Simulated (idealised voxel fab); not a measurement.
process module | voxel self aligned vias
cross-section cut | 295 nm wide | cells 5 nm
A cross-section is a grid of square cells, given in bands from the top down. A band is one or more rows of cells.
Each band's line starts with the height of the band's top and of its bottom, in nm. Then come its materials from left to right, each with its width in nm. One material with "throughout" fills the band from edge to edge. "air" is empty space.
Height 0 is the level under which the wafer as received is all one material. The lowest band goes on downwards, as in "0 down".
A width such as "30 to 40" changes by the same amount from each row of cells to the next, from the band's top row to its bottom row.
"no change" after a step means that no cell of the cross-section changed.
closed voids: empty space of 8 cells or more with no open way to the top, each as width x height at its distance from the left edge, in nm
after a step's settings: what the simulator itself notes on the step
overlay nm, on a step with a mask: how far to the right of its planned place the mask lay; to the left if negative
plan
1 op RECEIVE | material Si
2 op CONFORMAL_DEP | material SiO2 | thk nm 15
3 op CONFORMAL_DEP | material SiCN | thk nm 5
4 op DIRECTIONAL_DEP | material lowk | thk nm 25
5 op DIRECTIONAL_DEP | material aC | thk nm 15
6 op PATTERN | tone open | mask id LINES | material resist | width nm 25 | pitch nm 60 | thk nm 30 | overlay nm 0
7 op DIRECTIONAL_ETCH | etch materials aC | depth nm 15
8 op STRIP | etch materials resist
9 op DIRECTIONAL_ETCH | etch materials lowk | depth nm 25
10 op STRIP | etch materials aC
11 op CONFORMAL_DEP | material TiN | thk nm 5
12 op FILL_DEP | material Ru | thk nm 10
13 op CMP | height nm 45
14 op SELECTIVE_ETCH | etch materials W Ru TiN | depth nm 5
15 op FILL_DEP | material SiN | thk nm 5
16 op CMP | height nm 45
17 op DIRECTIONAL_DEP | material lowk | thk nm 15
18 op PATTERN | tone open | mask id VIAS | material resist | width nm 45 | pitch nm 60 | thk nm 15 | overlay nm 0
19 op DIRECTIONAL_ETCH | etch materials lowk | depth nm 15
20 op DIRECTIONAL_ETCH | etch materials SiN | depth nm 5
21 op STRIP | etch materials resist
22 op CONFORMAL_DEP | material TiN | thk nm 5
23 op FILL_DEP | material Ru | thk nm 10
24 op CMP | height nm 50
25 op CONFORMAL_DEP | material SiN | thk nm 5
varied across the wafers: height nm of step 24. The plan shows the first wafer's value. All wafers start alike
first wafer as received, after step 1
  0 down: Si throughout
  closed voids: none
first wafer at the end, after step 25
  55 to 50: SiN throughout
  50 to 45: lowk 65 | TiN 15 | Ru 15 | TiN 15 | lowk 15 | TiN 15 | Ru 15 | TiN 15 | lowk 15 | TiN 15 | Ru 15 | TiN 15 | lowk 65
  45 to 40: lowk 75 | TiN 25 | lowk 35 | TiN 25 | lowk 35 | TiN 25 | lowk 75
  40 to 25: lowk 75 | TiN 5 | Ru 15 | TiN 5 | lowk 35 | TiN 5 | Ru 15 | TiN 5 | lowk 35 | TiN 5 | Ru 15 | TiN 5 | lowk 75
  25 to 20: lowk 75 | TiN 25 | lowk 35 | TiN 25 | lowk 35 | TiN 25 | lowk 75
  20 to 15: SiCN throughout
  15 to 0: SiO2 throughout
  0 down: Si throughout
  closed voids: none
last wafer at the end
  80 to 75: SiN throughout
  75 to 65: Ru throughout
  65 to 60: TiN 70 | Ru 35 | TiN 25 | Ru 35 | TiN 25 | Ru 35 | TiN 70
  60 to 50: lowk 65 | TiN 5 | Ru 35 | TiN 5 | lowk 15 | TiN 5 | Ru 35 | TiN 5 | lowk 15 | TiN 5 | Ru 35 | TiN 5 | lowk 65
  50 to 45: lowk 65 | TiN 15 | Ru 15 | TiN 15 | lowk 15 | TiN 15 | Ru 15 | TiN 15 | lowk 15 | TiN 15 | Ru 15 | TiN 15 | lowk 65
  45 to 40: lowk 75 | TiN 25 | lowk 35 | TiN 25 | lowk 35 | TiN 25 | lowk 75
  40 to 25: lowk 75 | TiN 5 | Ru 15 | TiN 5 | lowk 35 | TiN 5 | Ru 15 | TiN 5 | lowk 35 | TiN 5 | Ru 15 | TiN 5 | lowk 75
  25 to 20: lowk 75 | TiN 25 | lowk 35 | TiN 25 | lowk 35 | TiN 25 | lowk 75
  20 to 15: SiCN throughout
  15 to 0: SiO2 throughout
  0 down: Si throughout
  closed voids: none
each wafer at the end: cells of each material gained (+) or lost (-) since it was received, then its closed voids
height nm 50 | +36 Ru | +59 SiCN | +59 SiN | +177 SiO2 | +66 TiN | +252 lowk | closed voids: none
height nm 55 | +57 Ru | +59 SiCN | +59 SiN | +177 SiO2 | +72 TiN | +284 lowk | closed voids: none
height nm 60 | +78 Ru | +59 SiCN | +59 SiN | +177 SiO2 | +78 TiN | +316 lowk | closed voids: none
height nm 65 | +99 Ru | +59 SiCN | +59 SiN | +177 SiO2 | +116 TiN | +316 lowk | closed voids: none
height nm 70 | +158 Ru | +59 SiCN | +59 SiN | +177 SiO2 | +116 TiN | +316 lowk | closed voids: none
height nm 75 | +217 Ru | +59 SiCN | +59 SiN | +177 SiO2 | +116 TiN | +316 lowk | closed voids: none
